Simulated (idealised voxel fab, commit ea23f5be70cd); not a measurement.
The name of this process module is voxel transistor to metal.
In the cross-section labelled cut, the width is 175 nm and each square cell is 5 nm.
Format of a cross-section: grid, square cells. Given as bands. Order: top down. Band: one or more rows of cells.
Band entry format. Leading values: height of top, height of bottom, nm. Remainder: materials in left-to-right order, each with its width in nm. Special words: "full width" on a single material, which then fills the band edge to edge; "blank", empty space.
All heights in this document are referenced to 0, defined as the level beneath which the wafer, as received, consists entirely of one material. The lowest band is not bounded below; it extends indefinitely downward and is written in the form "top 0, no bottom".
Per-row width for "30..40": begins at first number (top row of band), ends at second number (bottom row), increment between rows held constant.
Step marked "changes: none"? Then no cell in the cross-section changed in it.
Any empty space of 8 cells or more lacking an open way to the top shows up in "Trapped voids" as width x height at distance, distance from the left edge, in nm.
Heads up: the bit after the settings on a step's line is the simulator's remark on that step.
For masked steps, "overlay nm" on the step line gives how far right of plan the mask actually lay; a minus sign means it lay to the left.
Heads up before you read on: it's before/after pairs around one process step each, after side only down to the lowest band that changed, step plus settings under the pair. Pairs can be from different runs of this module, same starting wafer, so only chain a pair onto the one above if its "Pre-process state" entry says so.

Pre-process state
- top 0, no bottom: Si full width
- Trapped voids: none

Cross-Section Thereafter
- top 0, bottom -5: SiO2 full width
- Beneath the level -5, the cross-section is identical to its previous state.
- Trapped voids: none
To go from the before cross-section above to the after cross-section, apply OXIDIZE with depth nm 5

Pre-process state: Please consult the pair immediately above; the cross-section it shows after its step is the state before this step.

Cross-Section Thereafter
- top 15, bottom 0: SiN full width
- Beneath the level 0, the cross-section is identical to its previous state.
- Trapped voids: none
To go from the before cross-section above to the after cross-section, apply CONFORMAL_DEP with material SiN, thk nm 15

Pre-process state: Please consult the pair immediately above; the cross-section it shows after its step is the state before this step.

Cross-Section Thereafter
- top 15, bottom 0: blank=25  SiN=125  blank=25
- Beneath the level 0, the cross-section is identical to its previous state.
- Trapped voids: none
To go from the before cross-section above to the after cross-section, apply MASKED_ETCH with tone cover, mask id ACTIVE, width nm 125, etch materials SiN, depth nm 15, overlay nm 0

Pre-process state: Please consult the pair immediately above; the cross-section it shows after its step is the state before this step.

Cross-Section Thereafter
- top 15, bottom 0: blank=25  SiN=125  blank=25
- top 0, bottom -5: blank=25  SiO2=125  blank=25
- Beneath the level -5, the cross-section is identical to its previous state.
- Trapped voids: none
To go from the before cross-section above to the after cross-section, apply MASKED_ETCH with tone cover, mask id ACTIVE, width nm 125, etch materials SiO2, depth nm 5, overlay nm 0

Pre-process state: Please consult the pair immediately above; the cross-section it shows after its step is the state before this step.

Cross-Section Thereafter
- top 15, bottom 0: blank=25  SiN=125  blank=25
- top 0, bottom -5: blank=25  SiO2=125  blank=25
- top -5, bottom -25: blank=25  Si=125  blank=25
- Beneath the level -25, the cross-section is identical to its previous state.
- Trapped voids: none
To go from the before cross-section above to the after cross-section, apply MASKED_ETCH with tone cover, mask id ACTIVE, width nm 125, etch materials Si, depth nm 20, overlay nm 0

Pre-process state: Please consult the pair immediately above; the cross-section it shows after its step is the state before this step.

Cross-Section Thereafter
- top 15, bottom 0: blank=25  SiN=125  blank=25
- top 0, bottom -5: blank=25  SiO2=125  blank=25
- top -5, bottom -25: blank=25  SiO2=5  Si=115  SiO2=5  blank=25
- top -25, bottom -30: SiO2=30  Si=115  SiO2=30
- Beneath the level -30, the cross-section is identical to its previous state.
- Trapped voids: none
To go from the before cross-section above to the after cross-section, apply OXIDIZE with depth nm 5

Pre-process state: Please consult the pair immediately above; the cross-section it shows after its step is the state before this step.

Cross-Section Thereafter
- top 20, bottom 15: SiO2 full width
- top 15, bottom 0: SiO2=25  SiN=125  SiO2=25
- top 0, bottom -5: SiO2 full width
- top -5, bottom -30: SiO2=30  Si=115  SiO2=30
- Beneath the level -30, the cross-section is identical to its previous state.
- Trapped voids: none
To go from the before cross-section above to the after cross-section, apply FILL_DEP with material SiO2, thk nm 5

Pre-process state: Please consult the pair immediately above; the cross-section it shows after its step is the state before this step.

Cross-Section Thereafter
- top 15, bottom 0: SiO2=25  SiN=125  SiO2=25
- Beneath the level 0, the cross-section is identical to its previous state.
- Trapped voids: none
To go from the before cross-section above to the after cross-section, apply CMP with height nm 15

Pre-process state: Please consult the pair immediately above; the cross-section it shows after its step is the state before this step.

Cross-Section Thereafter
- top 15, bottom 5: blank=25  SiN=125  blank=25
- Beneath the level 5, the cross-section is identical to its previous state.
- Trapped voids: none
To go from the before cross-section above to the after cross-section, apply SELECTIVE_ETCH with etch materials SiO2, depth nm 10

Pre-process state: Please consult the pair immediately above; the cross-section it shows after its step is the state before this step.

Cross-Section Thereafter
- top 5, bottom 0: SiO2=25  blank=125  SiO2=25
- Beneath the level 0, the cross-section is identical to its previous state.
- Trapped voids: none
To go from the before cross-section above to the after cross-section, apply STRIP with etch materials SiN

Pre-process state: Please consult the pair immediately above; the cross-section it shows after its step is the state before this step.

Cross-Section Thereafter
- top 0, bottom -5: SiO2=20  blank=135  SiO2=20
- Beneath the level -5, the cross-section is identical to its previous state.
- Trapped voids: none
To go from the before cross-section above to the after cross-section, apply SELECTIVE_ETCH with etch materials SiO2, depth nm 5

Pre-process state: Please consult the pair immediately above; the cross-section it shows after its step is the state before this step.

Cross-Section Thereafter
- top 0, bottom -5: SiO2=20  blank=135  SiO2=20
- top -5, bottom -10: SiO2 full width
- Beneath the level -10, the cross-section is identical to its previous state.
- Trapped voids: none
To go from the before cross-section above to the after cross-section, apply OXIDIZE with depth nm 5

Pre-process state: Please consult the pair immediately above; the cross-section it shows after its step is the state before this step.

Cross-Section Thereafter
- top 30, bottom 25: polySi=20  blank=135  polySi=20
- top 25, bottom 0: polySi full width
- top 0, bottom -5: SiO2=20  polySi=135  SiO2=20
- Beneath the level -5, the cross-section is identical to its previous state.
- Trapped voids: none
To go from the before cross-section above to the after cross-section, apply DIRECTIONAL_DEP with material polySi, thk nm 30

Pre-process state: Please consult the pair immediately above; the cross-section it shows after its step is the state before this step.

Cross-Section Thereafter
- top 45, bottom 40: SiCN=20  blank=135  SiCN=20
- top 40, bottom 30: SiCN full width
- top 30, bottom 25: polySi=20  SiCN=135  polySi=20
- Beneath the level 25, the cross-section is identical to its previous state.
- Trapped voids: none
To go from the before cross-section above to the after cross-section, apply DIRECTIONAL_DEP with material SiCN, thk nm 15

Pre-process state: Please consult the pair immediately above; the cross-section it shows after its step is the state before this step.

Cross-Section Thereafter
- top 40, bottom 30: blank=75  SiCN=25  blank=75
- top 30, bottom 25: polySi=20  blank=55  SiCN=25  blank=55  polySi=20
- Beneath the level 25, the cross-section is identical to its previous state.
- Trapped voids: none
To go from the before cross-section above to the after cross-section, apply MASKED_ETCH with tone cover, mask id GATE, width nm 25, etch materials SiCN, depth nm 25, overlay nm 0

Pre-process state: Please consult the pair immediately above; the cross-section it shows after its step is the state before this step.

Cross-Section Thereafter
- top 40, bottom 25: blank=75  SiCN=25  blank=75
- top 25, bottom 0: blank=75  polySi=25  blank=75
- top 0, bottom -5: SiO2=20  blank=55  polySi=25  blank=55  SiO2=20
- Beneath the level -5, the cross-section is identical to its previous state.
- Trapped voids: none
To go from the before cross-section above to the after cross-section, apply MASKED_ETCH with tone cover, mask id GATE, width nm 25, etch materials polySi, depth nm 40, overlay nm 0

Pre-process state: Please consult the pair immediately above; the cross-section it shows after its step is the state before this step.

Cross-Section Thereafter
- top 45, bottom 40: blank=70  SiN=35  blank=70
- top 40, bottom 25: blank=70  SiN=5  SiCN=25  SiN=5  blank=70
- top 25, bottom 5: blank=70  SiN=5  polySi=25  SiN=5  blank=70
- top 5, bottom 0: SiN=25  blank=45  SiN=5  polySi=25  SiN=5  blank=45  SiN=25
- top 0, bottom -5: SiO2=20  SiN=55  polySi=25  SiN=55  SiO2=20
- Beneath the level -5, the cross-section is identical to its previous state.
- Trapped voids: none
To go from the before cross-section above to the after cross-section, apply CONFORMAL_DEP with material SiN, thk nm 5

Pre-process state: Please consult the pair immediately above; the cross-section it shows after its step is the state before this step.

Cross-Section Thereafter
- top 40, bottom 25: blank=70  SiN=5  SiCN=25  SiN=5  blank=70
- top 25, bottom 0: blank=70  SiN=5  polySi=25  SiN=5  blank=70
- top 0, bottom -5: SiO2=20  SiN=5  blank=45  SiN=5  polySi=25  SiN=5  blank=45  SiN=5  SiO2=20
- Beneath the level -5, the cross-section is identical to its previous state.
- Trapped voids: none
To go from the before cross-section above to the after cross-section, apply DIRECTIONAL_ETCH with etch materials SiN, depth nm 5

Pre-process state: Please consult the pair immediately above; the cross-section it shows after its step is the state before this step.

Cross-Section Thereafter
- top 40, bottom 25: blank=70  SiN=5  SiCN=25  SiN=5  blank=70
- top 25, bottom 0: blank=70  SiN=5  polySi=25  SiN=5  blank=70
- top 0, bottom -5: blank=20  SiN=5  blank=45  SiN=5  polySi=25  SiN=5  blank=45  SiN=5  blank=20
- top -5, bottom -10: SiO2=25  blank=45  SiO2=35  blank=45  SiO2=25
- Beneath the level -10, the cross-section is identical to its previous state.
- Trapped voids: none
To go from the before cross-section above to the after cross-section, apply DIRECTIONAL_ETCH with etch materials SiO2, depth nm 5

Pre-process state: Please consult the pair immediately above; the cross-section it shows after its step is the state before this step.

Cross-Section Thereafter
- top 40, bottom 25: blank=70  SiN=5  SiCN=25  SiN=5  blank=70
- top 25, bottom 0: blank=70  SiN=5  polySi=25  SiN=5  blank=70
- top 0, bottom -5: blank=20  SiN=5  blank=45  SiN=5  polySi=25  SiN=5  blank=45  SiN=5  blank=20
- top -5, bottom -10: SiO2=25  blank=45  SiO2=35  blank=45  SiO2=25
- top -10, bottom -20: SiO2=30  blank=40  Si=35  blank=40  SiO2=30
- Beneath the level -20, the cross-section is identical to its previous state.
- Trapped voids: none
To go from the before cross-section above to the after cross-section, apply DIRECTIONAL_ETCH with etch materials Si, depth nm 10

Pre-process state: Please consult the pair immediately above; the cross-section it shows after its step is the state before this step.

Cross-Section Thereafter
- top 40, bottom 25: blank=70  SiN=5  SiCN=25  SiN=5  blank=70
- top 25, bottom 5: blank=70  SiN=5  polySi=25  SiN=5  blank=70
- top 5, bottom 0: blank=55  nSi=15  SiN=5  polySi=25  SiN=5  nSi=15  blank=55
- top 0, bottom -5: blank=20  SiN=5  blank=30  nSi=15  SiN=5  polySi=25  SiN=5  nSi=15  blank=30  SiN=5  blank=20
- top -5, bottom -10: SiO2=25  nSi=45  SiO2=35  nSi=45  SiO2=25
- top -10, bottom -20: SiO2=30  nSi=40  Si=35  nSi=40  SiO2=30
- Beneath the level -20, the cross-section is identical to its previous state.
- Trapped voids: none
To go from the before cross-section above to the after cross-section, apply EPI with material nSi, thk nm 15

Pre-process state: Please consult the pair immediately above; the cross-section it shows after its step is the state before this step.

Cross-Section Thereafter
- top 45, bottom 40: SiO2 full width
- top 40, bottom 25: SiO2=70  SiN=5  SiCN=25  SiN=5  SiO2=70
- top 25, bottom 5: SiO2=70  SiN=5  polySi=25  SiN=5  SiO2=70
- top 5, bottom 0: SiO2=55  nSi=15  SiN=5  polySi=25  SiN=5  nSi=15  SiO2=55
- top 0, bottom -5: SiO2=20  SiN=5  SiO2=30  nSi=15  SiN=5  polySi=25  SiN=5  nSi=15  SiO2=30  SiN=5  SiO2=20
- Beneath the level -5, the cross-section is identical to its previous state.
- Trapped voids: none
To go from the before cross-section above to the after cross-section, apply FILL_DEP with material SiO2, thk nm 5

Pre-process state: Please consult the pair immediately above; the cross-section it shows after its step is the state before this step.

Cross-Section Thereafter
- top 25, bottom 5: SiO2=70  SiN=5  polySi=25  SiN=5  SiO2=70
- Beneath the level 5, the cross-section is identical to its previous state.
- Trapped voids: none
To go from the before cross-section above to the after cross-section, apply CMP with height nm 25

Pre-process state: Please consult the pair immediately above; the cross-section it shows after its step is the state before this step.

Cross-Section Thereafter
- top 25, bottom 5: SiO2=70  SiN=5  blank=25  SiN=5  SiO2=70
- top 5, bottom 0: SiO2=55  nSi=15  SiN=5  blank=25  SiN=5  nSi=15  SiO2=55
- top 0, bottom -5: SiO2=20  SiN=5  SiO2=30  nSi=15  SiN=5  blank=25  SiN=5  nSi=15  SiO2=30  SiN=5  SiO2=20
- Beneath the level -5, the cross-section is identical to its previous state.
- Trapped voids: none
To go from the before cross-section above to the after cross-section, apply STRIP with etch materials polySi

Pre-process state: Please consult the pair immediately above; the cross-section it shows after its step is the state before this step.

Cross-Section Thereafter
- top 25, bottom 20: blank=70  SiN=5  blank=25  SiN=5  blank=70
- top 20, bottom 5: SiO2=70  SiN=5  blank=25  SiN=5  SiO2=70
- top 5, bottom 0: SiO2=55  nSi=15  SiN=5  blank=25  SiN=5  nSi=15  SiO2=55
- top 0, bottom -5: SiO2=20  SiN=5  SiO2=30  nSi=15  SiN=5  blank=25  SiN=5  nSi=15  SiO2=30  SiN=5  SiO2=20
- top -5, bottom -10: SiO2=25  nSi=45  blank=35  nSi=45  SiO2=25
- Beneath the level -10, the cross-section is identical to its previous state.
- Trapped voids: none
To go from the before cross-section above to the after cross-section, apply SELECTIVE_ETCH with etch materials SiO2, depth nm 5

Pre-process state: Please consult the pair immediately above; the cross-section it shows after its step is the state before this step.

Cross-Section Thereafter
- top 30, bottom 25: blank=65  HfO2=15  blank=15  HfO2=15  blank=65
- top 25, bottom 20: HfO2=70  SiN=5  HfO2=5  blank=15  HfO2=5  SiN=5  HfO2=70
- top 20, bottom 5: SiO2=70  SiN=5  HfO2=5  blank=15  HfO2=5  SiN=5  SiO2=70
- top 5, bottom 0: SiO2=55  nSi=15  SiN=5  HfO2=5  blank=15  HfO2=5  SiN=5  nSi=15  SiO2=55
- top 0, bottom -5: SiO2=20  SiN=5  SiO2=30  nSi=15  SiN=5  HfO2=5  blank=15  HfO2=5  SiN=5  nSi=15  SiO2=30  SiN=5  SiO2=20
- top -5, bottom -10: SiO2=25  nSi=45  HfO2=35  nSi=45  SiO2=25
- Beneath the level -10, the cross-section is identical to its previous state.
- Trapped voids: none
To go from the before cross-section above to the after cross-section, apply CONFORMAL_DEP with material HfO2, thk nm 5

Pre-process state: Please consult the pair immediately above; the cross-section it shows after its step is the state before this step.

Cross-Section Thereafter
- top 35, bottom 30: blank=60  TiN=25  blank=5  TiN=25  blank=60
- top 30, bottom 25: TiN=65  HfO2=15  TiN=5  blank=5  TiN=5  HfO2=15  TiN=65
- top 25, bottom 20: HfO2=70  SiN=5  HfO2=5  TiN=5  blank=5  TiN=5  HfO2=5  SiN=5  HfO2=70
- top 20, bottom 5: SiO2=70  SiN=5  HfO2=5  TiN=5  blank=5  TiN=5  HfO2=5  SiN=5  SiO2=70
- top 5, bottom 0: SiO2=55  nSi=15  SiN=5  HfO2=5  TiN=5  blank=5  TiN=5  HfO2=5  SiN=5  nSi=15  SiO2=55
- top 0, bottom -5: SiO2=20  SiN=5  SiO2=30  nSi=15  SiN=5  HfO2=5  TiN=15  HfO2=5  SiN=5  nSi=15  SiO2=30  SiN=5  SiO2=20
- Beneath the level -5, the cross-section is identical to its previous state.
- Trapped voids: none
To go from the before cross-section above to the after cross-section, apply CONFORMAL_DEP with material TiN, thk nm 5

Pre-process state: Please consult the pair immediately above; the cross-section it shows after its step is the state before this step.

Cross-Section Thereafter
- top 40, bottom 35: W full width
- top 35, bottom 30: W=60  TiN=25  W=5  TiN=25  W=60
- top 30, bottom 25: TiN=65  HfO2=15  TiN=5  W=5  TiN=5  HfO2=15  TiN=65
- top 25, bottom 20: HfO2=70  SiN=5  HfO2=5  TiN=5  W=5  TiN=5  HfO2=5  SiN=5  HfO2=70
- top 20, bottom 5: SiO2=70  SiN=5  HfO2=5  TiN=5  W=5  TiN=5  HfO2=5  SiN=5  SiO2=70
- top 5, bottom 0: SiO2=55  nSi=15  SiN=5  HfO2=5  TiN=5  W=5  TiN=5  HfO2=5  SiN=5  nSi=15  SiO2=55
- Beneath the level 0, the cross-section is identical to its previous state.
- Trapped voids: none
To go from the before cross-section above to the after cross-section, apply FILL_DEP with material W, thk nm 5

Pre-process state: Please consult the pair immediately above; the cross-section it shows after its step is the state before this step.

Cross-Section Thereafter
- top 20, bottom 5: SiO2=70  SiN=5  HfO2=5  TiN=5  W=5  TiN=5  HfO2=5  SiN=5  SiO2=70
- Beneath the level 5, the cross-section is identical to its previous state.
- Trapped voids: none
To go from the before cross-section above to the after cross-section, apply CMP with height nm 20

Pre-process state: Please consult the pair immediately above; the cross-section it shows after its step is the state before this step.

Cross-Section Thereafter
- top 35, bottom 20: SiO2 full width
- Beneath the level 20, the cross-section is identical to its previous state.
- Trapped voids: none
To go from the before cross-section above to the after cross-section, apply DIRECTIONAL_DEP with material SiO2, thk nm 15

Pre-process state: Please consult the pair immediately above; the cross-section it shows after its step is the state before this step.

Cross-Section Thereafter
- top 45, bottom 35: aC full width
- Beneath the level 35, the cross-section is identical to its previous state.
- Trapped voids: none
To go from the before cross-section above to the after cross-section, apply DIRECTIONAL_DEP with material aC, thk nm 10

Pre-process state: Please consult the pair immediately above; the cross-section it shows after its step is the state before this step.

Cross-Section Thereafter
- top 75, bottom 45: resist=35  blank=20  resist=65  blank=20  resist=35
- Beneath the level 45, the cross-section is identical to its previous state.
- Trapped voids: none
To go from the before cross-section above to the after cross-section, apply PATTERN with tone open, mask id CONTACT, material resist, width nm 20, pitch nm 85, thk nm 30, overlay nm 0

Pre-process state: Please consult the pair immediately above; the cross-section it shows after its step is the state before this step.

Cross-Section Thereafter
- top 65, bottom 45: resist=35  blank=20  resist=65  blank=20  resist=35
- top 45, bottom 35: aC=35  blank=20  aC=65  blank=20  aC=35
- Beneath the level 35, the cross-section is identical to its previous state.
- Trapped voids: none
To go from the before cross-section above to the after cross-section, apply DIRECTIONAL_ETCH with etch materials aC, depth nm 10

Pre-process state: Please consult the pair immediately above; the cross-section it shows after its step is the state before this step.

Cross-Section Thereafter
- top 45, bottom 35: aC=35  blank=20  aC=65  blank=20  aC=35
- Beneath the level 35, the cross-section is identical to its previous state.
- Trapped voids: none
To go from the before cross-section above to the after cross-section, apply STRIP with etch materials resist

Pre-process state: Please consult the pair immediately above; the cross-section it shows after its step is the state before this step.

Cross-Section Thereafter
- top 45, bottom 35: aC=35  blank=20  aC=65  blank=20  aC=35
- top 35, bottom 20: SiO2=35  blank=20  SiO2=65  blank=20  SiO2=35
- top 20, bottom 5: SiO2=35  blank=20  SiO2=15  SiN=5  HfO2=5  TiN=5  W=5  TiN=5  HfO2=5  SiN=5  SiO2=15  blank=20  SiO2=35
- top 5, bottom 0: SiO2=35  blank=20  nSi=15  SiN=5  HfO2=5  TiN=5  W=5  TiN=5  HfO2=5  SiN=5  nSi=15  blank=20  SiO2=35
- top 0, bottom -5: SiO2=20  SiN=5  SiO2=10  blank=20  nSi=15  SiN=5  HfO2=5  TiN=15  HfO2=5  SiN=5  nSi=15  blank=20  SiO2=10  SiN=5  SiO2=20
- Beneath the level -5, the cross-section is identical to its previous state.
- Trapped voids: none
To go from the before cross-section above to the after cross-section, apply DIRECTIONAL_ETCH with etch materials SiO2, depth nm 40

Pre-process state: Please consult the pair immediately above; the cross-section it shows after its step is the state before this step.

Cross-Section Thereafter
- top 35, bottom 20: SiO2=35  blank=20  SiO2=65  blank=20  SiO2=35
- Beneath the level 20, the cross-section is identical to its previous state.
- Trapped voids: none
To go from the before cross-section above to the after cross-section, apply STRIP with etch materials aC

Pre-process state: Please consult the pair immediately above; the cross-section it shows after its step is the state before this step.

Cross-Section Thereafter
- top 40, bottom 35: TiN=40  blank=10  TiN=75  blank=10  TiN=40
- top 35, bottom 20: SiO2=35  TiN=5  blank=10  TiN=5  SiO2=65  TiN=5  blank=10  TiN=5  SiO2=35
- top 20, bottom 5: SiO2=35  TiN=5  blank=10  TiN=5  SiO2=15  SiN=5  HfO2=5  TiN=5  W=5  TiN=5  HfO2=5  SiN=5  SiO2=15  TiN=5  blank=10  TiN=5  SiO2=35
- top 5, bottom 0: SiO2=35  TiN=5  blank=10  TiN=5  nSi=15  SiN=5  HfO2=5  TiN=5  W=5  TiN=5  HfO2=5  SiN=5  nSi=15  TiN=5  blank=10  TiN=5  SiO2=35
- top 0, bottom -5: SiO2=20  SiN=5  SiO2=10  TiN=20  nSi=15  SiN=5  HfO2=5  TiN=15  HfO2=5  SiN=5  nSi=15  TiN=20  SiO2=10  SiN=5  SiO2=20
- Beneath the level -5, the cross-section is identical to its previous state.
- Trapped voids: none
To go from the before cross-section above to the after cross-section, apply CONFORMAL_DEP with material TiN, thk nm 5

Pre-process state: Please consult the pair immediately above; the cross-section it shows after its step is the state before this step.

Cross-Section Thereafter
- top 45, bottom 40: W full width
- top 40, bottom 35: TiN=40  W=10  TiN=75  W=10  TiN=40
- top 35, bottom 20: SiO2=35  TiN=5  W=10  TiN=5  SiO2=65  TiN=5  W=10  TiN=5  SiO2=35
- top 20, bottom 5: SiO2=35  TiN=5  W=10  TiN=5  SiO2=15  SiN=5  HfO2=5  TiN=5  W=5  TiN=5  HfO2=5  SiN=5  SiO2=15  TiN=5  W=10  TiN=5  SiO2=35
- top 5, bottom 0: SiO2=35  TiN=5  W=10  TiN=5  nSi=15  SiN=5  HfO2=5  TiN=5  W=5  TiN=5  HfO2=5  SiN=5  nSi=15  TiN=5  W=10  TiN=5  SiO2=35
- Beneath the level 0, the cross-section is identical to its previous state.
- Trapped voids: none
To go from the before cross-section above to the after cross-section, apply FILL_DEP with material W, thk nm 5

Pre-process state: Please consult the pair immediately above; the cross-section it shows after its step is the state before this step.

Cross-Section Thereafter
- top 35, bottom 20: SiO2=35  TiN=5  W=10  TiN=5  SiO2=65  TiN=5  W=10  TiN=5  SiO2=35
- Beneath the level 20, the cross-section is identical to its previous state.
- Trapped voids: none
To go from the before cross-section above to the after cross-section, apply CMP with height nm 35

Pre-process state: Please consult the pair immediately above; the cross-section it shows after its step is the state before this step.

Cross-Section Thereafter
- top 40, bottom 35: TiN full width
- Beneath the level 35, the cross-section is identical to its previous state.
- Trapped voids: none
To go from the before cross-section above to the after cross-section, apply DIRECTIONAL_DEP with material TiN, thk nm 5

Pre-process state: Please consult the pair immediately above; the cross-section it shows after its step is the state before this step.

Cross-Section Thereafter
- top 55, bottom 40: Ru full width
- Beneath the level 40, the cross-section is identical to its previous state.
- Trapped voids: none
To go from the before cross-section above to the after cross-section, apply DIRECTIONAL_DEP with material Ru, thk nm 15

Pre-process state: Please consult the pair immediately above; the cross-section it shows after its step is the state before this step.

Cross-Section Thereafter
- top 55, bottom 40: blank=35  Ru=20  blank=65  Ru=20  blank=35
- Beneath the level 40, the cross-section is identical to its previous state.
- Trapped voids: none
To go from the before cross-section above to the after cross-section, apply MASKED_ETCH with tone cover, mask id METAL_1, width nm 20, pitch nm 85, etch materials Ru, depth nm 15, overlay nm 0

Pre-process state: Please consult the pair immediately above; the cross-section it shows after its step is the state before this step.

Cross-Section Thereafter
- top 55, bottom 40: blank=35  Ru=20  blank=65  Ru=20  blank=35
- top 40, bottom 35: blank=35  TiN=20  blank=65  TiN=20  blank=35
- Beneath the level 35, the cross-section is identical to its previous state.
- Trapped voids: none
To go from the before cross-section above to the after cross-section, apply MASKED_ETCH with tone cover, mask id METAL_1, width nm 20, pitch nm 85, etch materials TiN, depth nm 5, overlay nm 0

Pre-process state: Please consult the pair immediately above; the cross-section it shows after its step is the state before this step.

Cross-Section Thereafter
- top 65, bottom 55: SiO2 full width
- top 55, bottom 40: SiO2=35  Ru=20  SiO2=65  Ru=20  SiO2=35
- top 40, bottom 35: SiO2=35  TiN=20  SiO2=65  TiN=20  SiO2=35
- Beneath the level 35, the cross-section is identical to its previous state.
- Trapped voids: none
To go from the before cross-section above to the after cross-section, apply FILL_DEP with material SiO2, thk nm 10

Pre-process state: Please consult the pair immediately above; the cross-section it shows after its step is the state before this step.

Cross-Section Thereafter
- top 55, bottom 40: SiO2=35  Ru=20  SiO2=65  Ru=20  SiO2=35
- Beneath the level 40, the cross-section is identical to its previous state.
- Trapped voids: none
To go from the before cross-section above to the after cross-section, apply CMP with height nm 55

Pre-process state: Please consult the pair immediately above; the cross-section it shows after its step is the state before this step.

Cross-Section Thereafter
- top 60, bottom 55: SiCN full width
- Beneath the level 55, the cross-section is identical to its previous state.
- Trapped voids: none
To go from the before cross-section above to the after cross-section, apply CONFORMAL_DEP with material SiCN, thk nm 5

Pre-process state: Please consult the pair immediately above; the cross-section it shows after its step is the state before this step.

Cross-Section Thereafter
- top 85, bottom 60: SiO2 full width
- Beneath the level 60, the cross-section is identical to its previous state.
- Trapped voids: none
To go from the before cross-section above to the after cross-section, apply DIRECTIONAL_DEP with material SiO2, thk nm 25

Pre-process state: Please consult the pair immediately above; the cross-section it shows after its step is the state before this step.

Cross-Section Thereafter
- top 85, bottom 60: SiO2=35  blank=15  SiO2=70  blank=15  SiO2=40
- Beneath the level 60, the cross-section is identical to its previous state.
- Trapped voids: none
To go from the before cross-section above to the after cross-section, apply MASKED_ETCH with tone open, mask id METAL_2_HOLES, width nm 15, pitch nm 85, etch materials SiO2, depth nm 25, overlay nm 0

Pre-process state: Please consult the pair immediately above; the cross-section it shows after its step is the state before this step.

Cross-Section Thereafter
- top 100, bottom 85: aC=35  blank=15  aC=70  blank=15  aC=40
- top 85, bottom 75: SiO2=35  blank=15  SiO2=70  blank=15  SiO2=40
- top 75, bottom 60: SiO2=35  aC=15  SiO2=70  aC=15  SiO2=40
- Beneath the level 60, the cross-section is identical to its previous state.
- Trapped voids: none
To go from the before cross-section above to the after cross-section, apply DIRECTIONAL_DEP with material aC, thk nm 15

Pre-process state: Please consult the pair immediately above; the cross-section it shows after its step is the state before this step.

Cross-Section Thereafter
- top 135, bottom 100: resist=35  blank=20  resist=65  blank=20  resist=35
- Beneath the level 100, the cross-section is identical to its previous state.
- Trapped voids: none
To go from the before cross-section above to the after cross-section, apply PATTERN with tone open, mask id METAL_2, material resist, width nm 20, pitch nm 85, thk nm 35, overlay nm 0

Pre-process state: Please consult the pair immediately above; the cross-section it shows after its step is the state before this step.

Cross-Section Thereafter
- top 120, bottom 100: resist=35  blank=20  resist=65  blank=20  resist=35
- top 100, bottom 85: aC=35  blank=20  aC=65  blank=20  aC=35
- top 85, bottom 60: SiO2=35  blank=15  SiO2=70  blank=15  SiO2=40
- Beneath the level 60, the cross-section is identical to its previous state.
- Trapped voids: none
To go from the before cross-section above to the after cross-section, apply DIRECTIONAL_ETCH with etch materials aC, depth nm 15

Pre-process state: Please consult the pair immediately above; the cross-section it shows after its step is the state before this step.

Cross-Section Thereafter
- top 100, bottom 85: aC=35  blank=20  aC=65  blank=20  aC=35
- Beneath the level 85, the cross-section is identical to its previous state.
- Trapped voids: none
To go from the before cross-section above to the after cross-section, apply STRIP with etch materials resist

Pre-process state: Please consult the pair immediately above; the cross-section it shows after its step is the state before this step.

Cross-Section Thereafter
- top 100, bottom 85: aC=35  blank=20  aC=65  blank=20  aC=35
- top 85, bottom 70: SiO2=35  blank=20  SiO2=65  blank=20  SiO2=35
- Beneath the level 70, the cross-section is identical to its previous state.
- Trapped voids: none
To go from the before cross-section above to the after cross-section, apply DIRECTIONAL_ETCH with etch materials SiO2, depth nm 15

Pre-process state: Please consult the pair immediately above; the cross-section it shows after its step is the state before this step.

Cross-Section Thereafter
- top 100, bottom 85: aC=35  blank=20  aC=65  blank=20  aC=35
- top 85, bottom 70: SiO2=35  blank=20  SiO2=65  blank=20  SiO2=35
- top 70, bottom 60: SiO2=35  blank=15  SiO2=70  blank=15  SiO2=40
- top 60, bottom 55: SiCN=35  blank=15  SiCN=70  blank=15  SiCN=40
- Beneath the level 55, the cross-section is identical to its previous state.
- Trapped voids: none
To go from the before cross-section above to the after cross-section, apply DIRECTIONAL_ETCH with etch materials SiCN, depth nm 5

Pre-process state: Please consult the pair immediately above; the cross-section it shows after its step is the state before this step.

Cross-Section Thereafter
- top 85, bottom 70: SiO2=35  blank=20  SiO2=65  blank=20  SiO2=35
- Beneath the level 70, the cross-section is identical to its previous state.
- Trapped voids: none
To go from the before cross-section above to the after cross-section, apply STRIP with etch materials aC

Pre-process state: Please consult the pair immediately above; the cross-section it shows after its step is the state before this step.

Cross-Section Thereafter
- top 90, bottom 85: TiN=40  blank=10  TiN=75  blank=10  TiN=40
- top 85, bottom 75: SiO2=35  TiN=5  blank=10  TiN=5  SiO2=65  TiN=5  blank=10  TiN=5  SiO2=35
- top 75, bottom 70: SiO2=35  TiN=5  blank=5  TiN=10  SiO2=65  TiN=5  blank=5  TiN=10  SiO2=35
- top 70, bottom 60: SiO2=35  TiN=5  blank=5  TiN=5  SiO2=70  TiN=5  blank=5  TiN=5  SiO2=40
- top 60, bottom 55: SiCN=35  TiN=15  SiCN=70  TiN=15  SiCN=40
- Beneath the level 55, the cross-section is identical to its previous state.
- Trapped voids: none
To go from the before cross-section above to the after cross-section, apply CONFORMAL_DEP with material TiN, thk nm 5

Pre-process state: Please consult the pair immediately above; the cross-section it shows after its step is the state before this step.

Cross-Section Thereafter
- top 95, bottom 90: Ru full width
- top 90, bottom 85: TiN=40  Ru=10  TiN=75  Ru=10  TiN=40
- top 85, bottom 75: SiO2=35  TiN=5  Ru=10  TiN=5  SiO2=65  TiN=5  Ru=10  TiN=5  SiO2=35
- top 75, bottom 70: SiO2=35  TiN=5  Ru=5  TiN=10  SiO2=65  TiN=5  Ru=5  TiN=10  SiO2=35
- top 70, bottom 60: SiO2=35  TiN=5  Ru=5  TiN=5  SiO2=70  TiN=5  Ru=5  TiN=5  SiO2=40
- Beneath the level 60, the cross-section is identical to its previous state.
- Trapped voids: none
To go from the before cross-section above to the after cross-section, apply FILL_DEP with material Ru, thk nm 5

Pre-process state: Please consult the pair immediately above; the cross-section it shows after its step is the state before this step.

Cross-Section Thereafter
- top 85, bottom 75: SiO2=35  TiN=5  Ru=10  TiN=5  SiO2=65  TiN=5  Ru=10  TiN=5  SiO2=35
- Beneath the level 75, the cross-section is identical to its previous state.
- Trapped voids: none
To go from the before cross-section above to the after cross-section, apply CMP with height nm 85

Pre-process state: Please consult the pair immediately above; the cross-section it shows after its step is the state before this step.

Cross-Section Thereafter
- top 90, bottom 85: SiCN full width
- Beneath the level 85, the cross-section is identical to its previous state.
- Trapped voids: none
To go from the before cross-section above to the after cross-section, apply CONFORMAL_DEP with material SiCN, thk nm 5
